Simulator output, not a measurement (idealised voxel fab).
Presented below is a process module, voxel transistor to metal.
Section shown: cut. Width: 190 nm. Cell size: 5 nm, square.
Cross-section layout: square cells on a grid; listed as bands, top to bottom; a band spans one or more cell rows.
This entry defines a band. It first specifies the height of the band's top and the height of its bottom in nm, and then specifies the band's materials from left to right, stating each material with its width in nm. The word "throughout" identifies a single material that fills the band from edge to edge, while the word "blank" identifies empty space.
All heights in this document are referenced to 0, defined as the level beneath which the wafer, as received, consists entirely of one material. The lowest band is not bounded below; it extends indefinitely downward and is written in the form "0 down".
A width given as "30->40" starts at the first number in the band's top row and ends at the second number in its bottom row, shifting by an equal amount at every step from row to row.
What does "remained the same" mean for a step? It means no cell of the cross-section changed in that step.
If an empty space has no open way to the top and is at least 8 cells in size, "Unvented voids" lists it, written width x height at distance, where distance is measured from the left edge and every value is in nm.
It should be noted that, on the line of a given step, the content following the step's settings is a remark produced by the simulator itself with respect to that step.
overlay nm: right-of-plan distance of the mask on a masked step; negative values mean left-of-plan.
Guide to the pairs. Each holds a before and an after cross-section around one process step; the after cross-section is cut off at the lowest band that changed. Look under the pair for the step between them and its settings. Pairs can come from different runs of this module on the same starting wafer, so a pair follows on from the one above it only where its entry headed "Before this step" says it does.
Before this step
* 60 to 45 | lowk throughout
* 45 to 40 | SiCN throughout
* 40 to 25 | SiO2 50 nm; TiN 5 nm; Ru 5 nm; TiN 5 nm; SiO2 60 nm; TiN 5 nm; Ru 5 nm; TiN 5 nm; SiO2 50 nm
* 25 to 15 | SiO2 50 nm; TiN 5 nm; Ru 5 nm; TiN 5 nm; SiO2 5 nm; SiN 10 nm; SiO2 5 nm; SiCN 20 nm; SiO2 5 nm; SiN 10 nm; SiO2 5 nm; TiN 5 nm; Ru 5 nm; TiN 5 nm; SiO2 50 nm
* 15 to 10 | SiO2 50 nm; TiN 5 nm; Ru 5 nm; TiN 5 nm; SiO2 5 nm; SiN 10 nm; SiO2 5 nm; polySi 20 nm; SiO2 5 nm; SiN 10 nm; SiO2 5 nm; TiN 5 nm; Ru 5 nm; TiN 5 nm; SiO2 50 nm
* 10 to 5 | SiO2 50 nm; TiN 15 nm; SiO2 5 nm; SiN 10 nm; SiO2 5 nm; polySi 20 nm; SiO2 5 nm; SiN 10 nm; SiO2 5 nm; TiN 15 nm; SiO2 50 nm
* 5 to 0 | SiO2 50 nm; nSi 20 nm; SiN 10 nm; SiO2 5 nm; polySi 20 nm; SiO2 5 nm; SiN 10 nm; nSi 20 nm; SiO2 50 nm
* 0 to -5 | SiO2 45 nm; SiN 10 nm; nSi 15 nm; SiN 10 nm; SiO2 5 nm; polySi 20 nm; SiO2 5 nm; SiN 10 nm; nSi 15 nm; SiN 10 nm; SiO2 45 nm
* -5 to -10 | SiO2 55 nm; nSi 15 nm; SiO2 50 nm; nSi 15 nm; SiO2 55 nm
* -10 to -20 | SiO2 50 nm; Si 5 nm; nSi 15 nm; Si 50 nm; nSi 15 nm; Si 5 nm; SiO2 50 nm
* -20 to -45 | SiO2 50 nm; Si 90 nm; SiO2 50 nm
* -45 down | Si throughout
* Unvented voids: none
After
* 80 to 60 | resist 50 nm; blank 20 nm; resist 55 nm; blank 20 nm; resist 45 nm
* Note: structure below 60 unchanged.
* Unvented voids: none
Which step turns the before cross-section above into the after cross-section? PATTERN, tone open, mask id METAL_1, material resist, width nm 20, pitch nm 75, thk nm 20, overlay nm 0
Before this step: after-step cross-section of the pair just above applies.
After
* 80 to 60 | resist 50 nm; blank 20 nm; resist 55 nm; blank 20 nm; resist 45 nm
* 60 to 45 | lowk 50 nm; blank 20 nm; lowk 55 nm; blank 20 nm; lowk 45 nm
* Note: structure below 45 unchanged.
* Unvented voids: none
Which step turns the before cross-section above into the after cross-section? DIRECTIONAL_ETCH, etch materials lowk, depth nm 15
Before this step: after-step cross-section of the pair just above applies.
After
* 80 to 60 | resist 50 nm; blank 20 nm; resist 55 nm; blank 20 nm; resist 45 nm
* 60 to 45 | lowk 50 nm; blank 20 nm; lowk 55 nm; blank 20 nm; lowk 45 nm
* 45 to 40 | SiCN 50 nm; blank 20 nm; SiCN 55 nm; blank 20 nm; SiCN 45 nm
* Note: structure below 40 unchanged.
* Unvented voids: none
Which step turns the before cross-section above into the after cross-section? DIRECTIONAL_ETCH, etch materials SiCN, depth nm 5
Before this step: after-step cross-section of the pair just above applies.
After
* 60 to 45 | lowk 50 nm; blank 20 nm; lowk 55 nm; blank 20 nm; lowk 45 nm
* Note: structure below 45 unchanged.
* Unvented voids: none
Which step turns the before cross-section above into the after cross-section? STRIP, etch materials resist
Before this step: after-step cross-section of the pair just above applies.
After
* 65 to 60 | TiN 55 nm; blank 10 nm; TiN 65 nm; blank 10 nm; TiN 50 nm
* 60 to 45 | lowk 50 nm; TiN 5 nm; blank 10 nm; TiN 5 nm; lowk 55 nm; TiN 5 nm; blank 10 nm; TiN 5 nm; lowk 45 nm
* 45 to 40 | SiCN 50 nm; TiN 20 nm; SiCN 55 nm; TiN 20 nm; SiCN 45 nm
* Note: structure below 40 unchanged.
* Unvented voids: none
Which step turns the before cross-section above into the after cross-section? CONFORMAL_DEP, material TiN, thk nm 5
Before this step: after-step cross-section of the pair just above applies.
After
* 70 to 65 | Ru throughout
* 65 to 60 | TiN 55 nm; Ru 10 nm; TiN 65 nm; Ru 10 nm; TiN 50 nm
* 60 to 45 | lowk 50 nm; TiN 5 nm; Ru 10 nm; TiN 5 nm; lowk 55 nm; TiN 5 nm; Ru 10 nm; TiN 5 nm; lowk 45 nm
* Note: structure below 45 unchanged.
* Unvented voids: none
Which step turns the before cross-section above into the after cross-section? FILL_DEP, material Ru, thk nm 5
Before this step: after-step cross-section of the pair just above applies.
After
* 60 to 45 | lowk 50 nm; TiN 5 nm; Ru 10 nm; TiN 5 nm; lowk 55 nm; TiN 5 nm; Ru 10 nm; TiN 5 nm; lowk 45 nm
* Note: structure below 45 unchanged.
* Unvented voids: none
Which step turns the before cross-section above into the after cross-section? CMP, height nm 60
Before this step: after-step cross-section of the pair just above applies.
After
* 65 to 60 | SiN throughout
* Note: structure below 60 unchanged.
* Unvented voids: none
Which step turns the before cross-section above into the after cross-section? CONFORMAL_DEP, material SiN, thk nm 5
Before this step
* 60 to 45 | lowk throughout
* 45 to 40 | SiCN throughout
* 40 to 25 | SiO2 50 nm; TiN 5 nm; Ru 5 nm; TiN 5 nm; SiO2 60 nm; TiN 5 nm; Ru 5 nm; TiN 5 nm; SiO2 50 nm
* 25 to 15 | SiO2 50 nm; TiN 5 nm; Ru 5 nm; TiN 5 nm; SiO2 5 nm; SiN 10 nm; SiO2 5 nm; SiCN 20 nm; SiO2 5 nm; SiN 10 nm; SiO2 5 nm; TiN 5 nm; Ru 5 nm; TiN 5 nm; SiO2 50 nm
* 15 to 10 | SiO2 50 nm; TiN 5 nm; Ru 5 nm; TiN 5 nm; SiO2 5 nm; SiN 10 nm; SiO2 5 nm; polySi 20 nm; SiO2 5 nm; SiN 10 nm; SiO2 5 nm; TiN 5 nm; Ru 5 nm; TiN 5 nm; SiO2 50 nm
* 10 to 5 | SiO2 50 nm; TiN 15 nm; SiO2 5 nm; SiN 10 nm; SiO2 5 nm; polySi 20 nm; SiO2 5 nm; SiN 10 nm; SiO2 5 nm; TiN 15 nm; SiO2 50 nm
* 5 to 0 | SiO2 50 nm; nSi 20 nm; SiN 10 nm; SiO2 5 nm; polySi 20 nm; SiO2 5 nm; SiN 10 nm; nSi 20 nm; SiO2 50 nm
* 0 to -5 | SiO2 45 nm; SiN 10 nm; nSi 15 nm; SiN 10 nm; SiO2 5 nm; polySi 20 nm; SiO2 5 nm; SiN 10 nm; nSi 15 nm; SiN 10 nm; SiO2 45 nm
* -5 to -10 | SiO2 55 nm; nSi 15 nm; SiO2 50 nm; nSi 15 nm; SiO2 55 nm
* -10 to -20 | SiO2 50 nm; Si 5 nm; nSi 15 nm; Si 50 nm; nSi 15 nm; Si 5 nm; SiO2 50 nm
* -20 to -45 | SiO2 50 nm; Si 90 nm; SiO2 50 nm
* -45 down | Si throughout
* Unvented voids: none
After
* 80 to 60 | resist 45 nm; blank 15 nm; resist 60 nm; blank 15 nm; resist 55 nm
* Note: structure below 60 unchanged.
* Unvented voids: none
Which step turns the before cross-section above into the after cross-section? PATTERN, tone open, mask id METAL_1, material resist, width nm 15, pitch nm 75, thk nm 20, overlay nm -5
Before this step: after-step cross-section of the pair just above applies.
After
* 80 to 60 | resist 45 nm; blank 15 nm; resist 60 nm; blank 15 nm; resist 55 nm
* 60 to 45 | lowk 45 nm; blank 15 nm; lowk 60 nm; blank 15 nm; lowk 55 nm
* Note: structure below 45 unchanged.
* Unvented voids: none
Which step turns the before cross-section above into the after cross-section? DIRECTIONAL_ETCH, etch materials lowk, depth nm 15
Before this step: after-step cross-section of the pair just above applies.
After
* 80 to 60 | resist 45 nm; blank 15 nm; resist 60 nm; blank 15 nm; resist 55 nm
* 60 to 45 | lowk 45 nm; blank 15 nm; lowk 60 nm; blank 15 nm; lowk 55 nm
* 45 to 40 | SiCN 45 nm; blank 15 nm; SiCN 60 nm; blank 15 nm; SiCN 55 nm
* Note: structure below 40 unchanged.
* Unvented voids: none
Which step turns the before cross-section above into the after cross-section? DIRECTIONAL_ETCH, etch materials SiCN, depth nm 5
Before this step: after-step cross-section of the pair just above applies.
After
* 60 to 45 | lowk 45 nm; blank 15 nm; lowk 60 nm; blank 15 nm; lowk 55 nm
* Note: structure below 45 unchanged.
* Unvented voids: none
Which step turns the before cross-section above into the after cross-section? STRIP, etch materials resist
Before this step: after-step cross-section of the pair just above applies.
After
* 65 to 60 | TiN 50 nm; blank 5 nm; TiN 70 nm; blank 5 nm; TiN 60 nm
* 60 to 45 | lowk 45 nm; TiN 5 nm; blank 5 nm; TiN 5 nm; lowk 60 nm; TiN 5 nm; blank 5 nm; TiN 5 nm; lowk 55 nm
* 45 to 40 | SiCN 45 nm; TiN 15 nm; SiCN 60 nm; TiN 15 nm; SiCN 55 nm
* Note: structure below 40 unchanged.
* Unvented voids: none
Which step turns the before cross-section above into the after cross-section? CONFORMAL_DEP, material TiN, thk nm 5
Before this step: after-step cross-section of the pair just above applies.
After
* 70 to 65 | Ru throughout
* 65 to 60 | TiN 50 nm; Ru 5 nm; TiN 70 nm; Ru 5 nm; TiN 60 nm
* 60 to 45 | lowk 45 nm; TiN 5 nm; Ru 5 nm; TiN 5 nm; lowk 60 nm; TiN 5 nm; Ru 5 nm; TiN 5 nm; lowk 55 nm
* Note: structure below 45 unchanged.
* Unvented voids: none
Which step turns the before cross-section above into the after cross-section? FILL_DEP, material Ru, thk nm 5
Before this step: after-step cross-section of the pair just above applies.
After
* 60 to 45 | lowk 45 nm; TiN 5 nm; Ru 5 nm; TiN 5 nm; lowk 60 nm; TiN 5 nm; Ru 5 nm; TiN 5 nm; lowk 55 nm
* Note: structure below 45 unchanged.
* Unvented voids: none
Which step turns the before cross-section above into the after cross-section? CMP, height nm 60
Before this step: after-step cross-section of the pair just above applies.
After
* 65 to 60 | SiN throughout
* Note: structure below 60 unchanged.
* Unvented voids: none
Which step turns the before cross-section above into the after cross-section? CONFORMAL_DEP, material SiN, thk nm 5
Before this step
* 65 to 60 | TiN 55 nm; blank 5 nm; TiN 70 nm; blank 5 nm; TiN 55 nm
* 60 to 45 | lowk 50 nm; TiN 5 nm; blank 5 nm; TiN 5 nm; lowk 60 nm; TiN 5 nm; blank 5 nm; TiN 5 nm; lowk 50 nm
* 45 to 40 | SiCN 50 nm; TiN 15 nm; SiCN 60 nm; TiN 15 nm; SiCN 50 nm
* 40 to 25 | SiO2 50 nm; TiN 5 nm; Ru 5 nm; TiN 5 nm; SiO2 60 nm; TiN 5 nm; Ru 5 nm; TiN 5 nm; SiO2 50 nm
* 25 to 15 | SiO2 50 nm; TiN 5 nm; Ru 5 nm; TiN 5 nm; SiO2 5 nm; SiN 10 nm; SiO2 5 nm; SiCN 20 nm; SiO2 5 nm; SiN 10 nm; SiO2 5 nm; TiN 5 nm; Ru 5 nm; TiN 5 nm; SiO2 50 nm
* 15 to 10 | SiO2 50 nm; TiN 5 nm; Ru 5 nm; TiN 5 nm; SiO2 5 nm; SiN 10 nm; SiO2 5 nm; polySi 20 nm; SiO2 5 nm; SiN 10 nm; SiO2 5 nm; TiN 5 nm; Ru 5 nm; TiN 5 nm; SiO2 50 nm
* 10 to 5 | SiO2 50 nm; TiN 15 nm; SiO2 5 nm; SiN 10 nm; SiO2 5 nm; polySi 20 nm; SiO2 5 nm; SiN 10 nm; SiO2 5 nm; TiN 15 nm; SiO2 50 nm
* 5 to 0 | SiO2 50 nm; nSi 20 nm; SiN 10 nm; SiO2 5 nm; polySi 20 nm; SiO2 5 nm; SiN 10 nm; nSi 20 nm; SiO2 50 nm
* 0 to -5 | SiO2 45 nm; SiN 10 nm; nSi 15 nm; SiN 10 nm; SiO2 5 nm; polySi 20 nm; SiO2 5 nm; SiN 10 nm; nSi 15 nm; SiN 10 nm; SiO2 45 nm
* -5 to -10 | SiO2 55 nm; nSi 15 nm; SiO2 50 nm; nSi 15 nm; SiO2 55 nm
* -10 to -20 | SiO2 50 nm; Si 5 nm; nSi 15 nm; Si 50 nm; nSi 15 nm; Si 5 nm; SiO2 50 nm
* -20 to -45 | SiO2 50 nm; Si 90 nm; SiO2 50 nm
* -45 down | Si throughout
* Unvented voids: none
After
* 70 to 65 | SiCN throughout
* 65 to 60 | TiN 55 nm; SiCN 5 nm; TiN 70 nm; SiCN 5 nm; TiN 55 nm
* 60 to 45 | lowk 50 nm; TiN 5 nm; SiCN 5 nm; TiN 5 nm; lowk 60 nm; TiN 5 nm; SiCN 5 nm; TiN 5 nm; lowk 50 nm
* Note: structure below 45 unchanged.
* Unvented voids: none
Which step turns the before cross-section above into the after cross-section? FILL_DEP, material SiCN, thk nm 5
Before this step: after-step cross-section of the pair just above applies.
After
* 60 to 45 | lowk 50 nm; TiN 5 nm; SiCN 5 nm; TiN 5 nm; lowk 60 nm; TiN 5 nm; SiCN 5 nm; TiN 5 nm; lowk 50 nm
* Note: structure below 45 unchanged.
* Unvented voids: none
Which step turns the before cross-section above into the after cross-section? CMP, height nm 60
Before this step: after-step cross-section of the pair just above applies.
After
* 65 to 60 | SiN throughout
* Note: structure below 60 unchanged.
* Unvented voids: none
Which step turns the before cross-section above into the after cross-section? CONFORMAL_DEP, material SiN, thk nm 5
Before this step
* 40 to 25 | SiO2 throughout
* 25 to 15 | SiO2 70 nm; SiN 10 nm; SiO2 5 nm; SiCN 20 nm; SiO2 5 nm; SiN 10 nm; SiO2 70 nm
* 15 to 5 | SiO2 70 nm; SiN 10 nm; SiO2 5 nm; polySi 20 nm; SiO2 5 nm; SiN 10 nm; SiO2 70 nm
* 5 to 0 | SiO2 50 nm; nSi 20 nm; SiN 10 nm; SiO2 5 nm; polySi 20 nm; SiO2 5 nm; SiN 10 nm; nSi 20 nm; SiO2 50 nm
* 0 to -5 | SiO2 45 nm; SiN 10 nm; nSi 15 nm; SiN 10 nm; SiO2 5 nm; polySi 20 nm; SiO2 5 nm; SiN 10 nm; nSi 15 nm; SiN 10 nm; SiO2 45 nm
* -5 to -10 | SiO2 55 nm; nSi 15 nm; SiO2 50 nm; nSi 15 nm; SiO2 55 nm
* -10 to -20 | SiO2 50 nm; Si 5 nm; nSi 15 nm; Si 50 nm; nSi 15 nm; Si 5 nm; SiO2 50 nm
* -20 to -45 | SiO2 50 nm; Si 90 nm; SiO2 50 nm
* -45 down | Si throughout
* Unvented voids: none
After
* 60 to 40 | blank 50 nm; resist 15 nm; blank 60 nm; resist 15 nm; blank 50 nm
* Note: structure below 40 unchanged.
* Unvented voids: none
Which step turns the before cross-section above into the after cross-section? PATTERN, tone cover, mask id CONTACT, material resist, width nm 15, pitch nm 75, thk nm 20, overlay nm 0
Before this step: after-step cross-section of the pair just above applies.
After
* 60 to 40 | blank 50 nm; resist 15 nm; blank 60 nm; resist 15 nm; blank 50 nm
* 40 to 25 | blank 50 nm; SiO2 15 nm; blank 60 nm; SiO2 15 nm; blank 50 nm
* 25 to 15 | blank 50 nm; SiO2 15 nm; blank 5 nm; SiN 10 nm; blank 5 nm; SiCN 20 nm; blank 5 nm; SiN 10 nm; blank 5 nm; SiO2 15 nm; blank 50 nm
* 15 to 5 | blank 50 nm; SiO2 15 nm; blank 5 nm; SiN 10 nm; blank 5 nm; polySi 20 nm; blank 5 nm; SiN 10 nm; blank 5 nm; SiO2 15 nm; blank 50 nm
* Note: structure below 5 unchanged.
* Unvented voids: none
Which step turns the before cross-section above into the after cross-section? DIRECTIONAL_ETCH, etch materials SiO2, depth nm 35
Before this step: after-step cross-section of the pair just above applies.
After
* 40 to 25 | blank 50 nm; SiO2 15 nm; blank 60 nm; SiO2 15 nm; blank 50 nm
* Note: structure below 25 unchanged.
* Unvented voids: none
Which step turns the before cross-section above into the after cross-section? STRIP, etch materials resist
Before this step: after-step cross-section of the pair just above applies.
After
* 45 to 40 | blank 45 nm; TiN 25 nm; blank 50 nm; TiN 25 nm; blank 45 nm
* 40 to 30 | blank 45 nm; TiN 5 nm; SiO2 15 nm; TiN 5 nm; blank 50 nm; TiN 5 nm; SiO2 15 nm; TiN 5 nm; blank 45 nm
* 30 to 25 | blank 45 nm; TiN 5 nm; SiO2 15 nm; TiN 60 nm; SiO2 15 nm; TiN 5 nm; blank 45 nm
* 25 to 15 | blank 45 nm; TiN 5 nm; SiO2 15 nm; TiN 5 nm; SiN 10 nm; TiN 5 nm; SiCN 20 nm; TiN 5 nm; SiN 10 nm; TiN 5 nm; SiO2 15 nm; TiN 5 nm; blank 45 nm
* 15 to 10 | blank 45 nm; TiN 5 nm; SiO2 15 nm; TiN 5 nm; SiN 10 nm; TiN 5 nm; polySi 20 nm; TiN 5 nm; SiN 10 nm; TiN 5 nm; SiO2 15 nm; TiN 5 nm; blank 45 nm
* 10 to 5 | TiN 50 nm; SiO2 15 nm; TiN 5 nm; SiN 10 nm; TiN 5 nm; polySi 20 nm; TiN 5 nm; SiN 10 nm; TiN 5 nm; SiO2 15 nm; TiN 50 nm
* Note: structure below 5 unchanged.
* Unvented voids: none
Which step turns the before cross-section above into the after cross-section? CONFORMAL_DEP, material TiN, thk nm 5
Before this step: after-step cross-section of the pair just above applies.
After
* 55 to 45 | Ru throughout
* 45 to 40 | Ru 45 nm; TiN 25 nm; Ru 50 nm; TiN 25 nm; Ru 45 nm
* 40 to 30 | Ru 45 nm; TiN 5 nm; SiO2 15 nm; TiN 5 nm; Ru 50 nm; TiN 5 nm; SiO2 15 nm; TiN 5 nm; Ru 45 nm
* 30 to 25 | Ru 45 nm; TiN 5 nm; SiO2 15 nm; TiN 60 nm; SiO2 15 nm; TiN 5 nm; Ru 45 nm
* 25 to 15 | Ru 45 nm; TiN 5 nm; SiO2 15 nm; TiN 5 nm; SiN 10 nm; TiN 5 nm; SiCN 20 nm; TiN 5 nm; SiN 10 nm; TiN 5 nm; SiO2 15 nm; TiN 5 nm; Ru 45 nm
* 15 to 10 | Ru 45 nm; TiN 5 nm; SiO2 15 nm; TiN 5 nm; SiN 10 nm; TiN 5 nm; polySi 20 nm; TiN 5 nm; SiN 10 nm; TiN 5 nm; SiO2 15 nm; TiN 5 nm; Ru 45 nm
* Note: structure below 10 unchanged.
* Unvented voids: none
Which step turns the before cross-section above into the after cross-section? FILL_DEP, material Ru, thk nm 10
Before this step: after-step cross-section of the pair just above applies.
After
* 40 to 30 | Ru 45 nm; TiN 5 nm; SiO2 15 nm; TiN 5 nm; Ru 50 nm; TiN 5 nm; SiO2 15 nm; TiN 5 nm; Ru 45 nm
* Note: structure below 30 unchanged.
* Unvented voids: none
Which step turns the before cross-section above into the after cross-section? CMP, height nm 40
Before this step: after-step cross-section of the pair just above applies.
After
* 45 to 40 | SiCN throughout
* Note: structure below 40 unchanged.
* Unvented voids: none
Which step turns the before cross-section above into the after cross-section? CONFORMAL_DEP, material SiCN, thk nm 5
Before this step: after-step cross-section of the pair just above applies.
After
* 60 to 45 | lowk throughout
* Note: structure below 45 unchanged.
* Unvented voids: none
Which step turns the before cross-section above into the after cross-section? DIRECTIONAL_DEP, material lowk, thk nm 15
Before this step: after-step cross-section of the pair just above applies.
After
* 80 to 60 | resist 50 nm; blank 15 nm; resist 60 nm; blank 15 nm; resist 50 nm
* Note: structure below 60 unchanged.
* Unvented voids: none
Which step turns the before cross-section above into the after cross-section? PATTERN, tone open, mask id METAL_1, material resist, width nm 15, pitch nm 75, thk nm 20, overlay nm 0
Before this step: after-step cross-section of the pair just above applies.
After
* 80 to 60 | resist 50 nm; blank 15 nm; resist 60 nm; blank 15 nm; resist 50 nm
* 60 to 45 | lowk 50 nm; blank 15 nm; lowk 60 nm; blank 15 nm; lowk 50 nm
* Note: structure below 45 unchanged.
* Unvented voids: none
Which step turns the before cross-section above into the after cross-section? DIRECTIONAL_ETCH, etch materials lowk, depth nm 15
Before this step: after-step cross-section of the pair just above applies.
After
* 80 to 60 | resist 50 nm; blank 15 nm; resist 60 nm; blank 15 nm; resist 50 nm
* 60 to 45 | lowk 50 nm; blank 15 nm; lowk 60 nm; blank 15 nm; lowk 50 nm
* 45 to 40 | SiCN 50 nm; blank 15 nm; SiCN 60 nm; blank 15 nm; SiCN 50 nm
* Note: structure below 40 unchanged.
* Unvented voids: none
Which step turns the before cross-section above into the after cross-section? DIRECTIONAL_ETCH, etch materials SiCN, depth nm 5
Before this step: after-step cross-section of the pair just above applies.
After
* 60 to 45 | lowk 50 nm; blank 15 nm; lowk 60 nm; blank 15 nm; lowk 50 nm
* Note: structure below 45 unchanged.
* Unvented voids: none
Which step turns the before cross-section above into the after cross-section? STRIP, etch materials resist
Before this step: after-step cross-section of the pair just above applies.
After
* 65 to 60 | TiN 55 nm; blank 5 nm; TiN 70 nm; blank 5 nm; TiN 55 nm
* 60 to 45 | lowk 50 nm; TiN 5 nm; blank 5 nm; TiN 5 nm; lowk 60 nm; TiN 5 nm; blank 5 nm; TiN 5 nm; lowk 50 nm
* 45 to 40 | SiCN 50 nm; TiN 15 nm; SiCN 60 nm; TiN 15 nm; SiCN 50 nm
* Note: structure below 40 unchanged.
* Unvented voids: none
Which step turns the before cross-section above into the after cross-section? CONFORMAL_DEP, material TiN, thk nm 5
Before this step: after-step cross-section of the pair just above applies.
After
* 70 to 65 | Ru throughout
* 65 to 60 | TiN 55 nm; Ru 5 nm; TiN 70 nm; Ru 5 nm; TiN 55 nm
* 60 to 45 | lowk 50 nm; TiN 5 nm; Ru 5 nm; TiN 5 nm; lowk 60 nm; TiN 5 nm; Ru 5 nm; TiN 5 nm; lowk 50 nm
* Note: structure below 45 unchanged.
* Unvented voids: none
Which step turns the before cross-section above into the after cross-section? FILL_DEP, material Ru, thk nm 5
Before this step: after-step cross-section of the pair just above applies.
After
* 60 to 45 | lowk 50 nm; TiN 5 nm; Ru 5 nm; TiN 5 nm; lowk 60 nm; TiN 5 nm; Ru 5 nm; TiN 5 nm; lowk 50 nm
* Note: structure below 45 unchanged.
* Unvented voids: none
Which step turns the before cross-section above into the after cross-section? CMP, height nm 60
Before this step: after-step cross-section of the pair just above applies.
After
* 65 to 60 | SiN throughout
* Note: structure below 60 unchanged.
* Unvented voids: none
Which step turns the before cross-section above into the after cross-section? CONFORMAL_DEP, material SiN, thk nm 5
